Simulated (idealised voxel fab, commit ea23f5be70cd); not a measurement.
Herein follows the process module entitled voxel self aligned vias.
Shown is cross-section cut, with a width of 285 nm and square cells of size 5 nm.
Format of a cross-section: grid, square cells. Given as bands. Order: top down. Band: one or more rows of cells. Top, bottom (nm), then materials left to right with widths (nm); lone material tagged "throughout" fills the whole band edge to edge; "blank" = empty space. Basically, 0 is our baseline, since under it the wafer straight out of the box is all one material. The bottom band has no lower end and keeps on going down, so it looks like "0 down". The notation "30 to 40" denotes a width that varies across the rows of cells in the band, beginning at the first number in the top row, finishing at the second number in the bottom row, and changing by an identical amount from each row to the next. The cross-section has no changed cell in any step marked "no modifications". Under "Enclosed void listing" you'll find the enclosed gaps, the ones with no way out to the top, that are 8 cells or bigger; each reads width x height at distance, with distance counted from the left edge, everything in nm. Post-settings text on a step line: simulator's own remark regarding the step. The optional step-line setting "overlay nm" applies to steps with a mask and quantifies how far to the right of its planned location the mask lay, a negative value indicating leftward placement.

**Here's what the planned process steps look like**
1,RECEIVE: material Si
2,CONFORMAL_DEP: material SiO2, thk nm 15
3,CONFORMAL_DEP: material SiCN, thk nm 5
4,DIRECTIONAL_DEP: material lowk, thk nm 30
5,PATTERN: tone open, mask id LINES, material resist, width nm 20, pitch nm 65, thk nm 15, overlay nm 0
6,DIRECTIONAL_ETCH: etch materials lowk, depth nm 30
7,STRIP: etch materials resist
8,CONFORMAL_DEP: material TiN, thk nm 5
9,FILL_DEP: material W, thk nm 5
10,CMP: height nm 50
11,SELECTIVE_ETCH: etch materials W Ru TiN, depth nm 5
12,FILL_DEP: material SiN, thk nm 5
13,CMP: height nm 50
14,DIRECTIONAL_DEP: material lowk, thk nm 15
15,MASKED_ETCH: tone open, mask id VIAS, width nm 30, etch materials lowk, depth nm 15, overlay nm 0
16,MASKED_ETCH: tone open, mask id VIAS, width nm 40, etch materials SiN, depth nm 5, overlay nm 0
17,CONFORMAL_DEP: material TiN, thk nm 5
18,FILL_DEP: material Cu, thk nm 5
19,CMP: height nm 65
20,CONFORMAL_DEP: material SiN, thk nm 5
What sets these wafers apart? The width nm at step 15. They all start alike, and the plan carries the first wafer's value.

**Received wafers, first of several: cross-section after step 1**
  0 down | Si throughout
  Enclosed void listing: none

**Wafer cross-section (first of several) - module end, post step 20 (last step)**
  70 to 65 | SiN throughout
  65 to 55 | lowk=95  TiN=5  Cu=20  TiN=5  lowk=160
  55 to 50 | lowk=95  TiN=10  Cu=10  TiN=10  lowk=160
  50 to 45 | lowk=100  TiN=20  lowk=45  SiN=20  lowk=100
  45 to 25 | lowk=100  TiN=5  W=10  TiN=5  lowk=45  TiN=5  W=10  TiN=5  lowk=100
  25 to 20 | lowk=100  TiN=20  lowk=45  TiN=20  lowk=100
  20 to 15 | SiCN throughout
  15 to 0 | SiO2 throughout
  0 down | Si throughout
  Enclosed void listing: none

**Cross-section of the final wafer among several, taken at the end of the module**
  70 to 65 | SiN throughout
  65 to 55 | lowk=85  TiN=5  Cu=45  TiN=5  lowk=145
  55 to 50 | lowk=85  TiN=20  Cu=10  TiN=25  lowk=145
  50 to 45 | lowk=100  TiN=20  lowk=45  SiN=20  lowk=100
  45 to 25 | lowk=100  TiN=5  W=10  TiN=5  lowk=45  TiN=5  W=10  TiN=5  lowk=100
  25 to 20 | lowk=100  TiN=20  lowk=45  TiN=20  lowk=100
  20 to 15 | SiCN throughout
  15 to 0 | SiO2 throughout
  0 down | Si throughout
  Enclosed void listing: none

**Where each wafer stands at the end of the module, a row apiece: cells of each material gained (+) or lost (-) since it was received, then closed voids**
width nm 30; +10 Cu; +57 SiCN; +61 SiN; +171 SiO2; +36 TiN; +16 W; +447 lowk; Enclosed void listing: none
width nm 35; +12 Cu; +57 SiCN; +61 SiN; +171 SiO2; +37 TiN; +16 W; +444 lowk; Enclosed void listing: none
width nm 40; +14 Cu; +57 SiCN; +61 SiN; +171 SiO2; +38 TiN; +16 W; +441 lowk; Enclosed void listing: none
width nm 45; +16 Cu; +57 SiCN; +61 SiN; +171 SiO2; +39 TiN; +16 W; +438 lowk; Enclosed void listing: none
width nm 50; +18 Cu; +57 SiCN; +61 SiN; +171 SiO2; +40 TiN; +16 W; +435 lowk; Enclosed void listing: none
width nm 55; +20 Cu; +57 SiCN; +61 SiN; +171 SiO2; +41 TiN; +16 W; +432 lowk; Enclosed void listing: none
